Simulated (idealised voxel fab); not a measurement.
process module | voxel spacer lines
cross-section cut | 230 nm wide | cells 5 nm
A cross-section is a grid of square cells, given in bands from the top down. A band is one or more rows of cells.
Each band's line starts with the height of the band's top and of its bottom, in nm. Then come its materials from left to right, each with its width in nm. One material with "throughout" fills the band from edge to edge. "air" is empty space.
Height 0 is the level under which the wafer as received is all one material. The lowest band goes on downwards, as in "0 down".
A width such as "30 to 40" changes by the same amount from each row of cells to the next, from the band's top row to its bottom row.
"no change" after a step means that no cell of the cross-section changed.
closed voids: empty space of 8 cells or more with no open way to the top, each as width x height at its distance from the left edge, in nm
after a step's settings: what the simulator itself notes on the step
overlay nm, on a step with a mask: how far to the right of its planned place the mask lay; to the left if negative
plan
1 op RECEIVE | material Si
2 op CONFORMAL_DEP | material Al2O3 | thk nm 5
3 op DIRECTIONAL_DEP | material SiN | thk nm 10
4 op DIRECTIONAL_DEP | material polySi | thk nm 15
5 op PATTERN | tone cover | mask id MANDREL | material resist | width nm 15 | pitch nm 60 | thk nm 35 | overlay nm 0
6 op DIRECTIONAL_ETCH | etch materials polySi | depth nm 25
7 op STRIP | etch materials resist
8 op CONFORMAL_DEP | material SiO2 | thk nm 15
9 op DIRECTIONAL_ETCH | etch materials SiO2 | depth nm 15
10 op STRIP | etch materials polySi
11 op DIRECTIONAL_ETCH | etch materials SiN | depth nm 10
12 op STRIP | etch materials SiO2
varied across the wafers: thk nm of step 4. The plan shows the first wafer's value. All wafers start alike
first wafer as received, after step 1
  0 down: Si throughout
  closed voids: none
each wafer at the end: cells of each material gained (+) or lost (-) since it was received, then its closed voids
thk nm 15 | +46 Al2O3 | +36 SiN | closed voids: none
thk nm 20 | +46 Al2O3 | +36 SiN | closed voids: none
thk nm 25 | +46 Al2O3 | +36 SiN | closed voids: none
thk nm 30 | +46 Al2O3 | closed voids: none
thk nm 35 | +46 Al2O3 | closed voids: none
thk nm 40 | +46 Al2O3 | closed voids: none
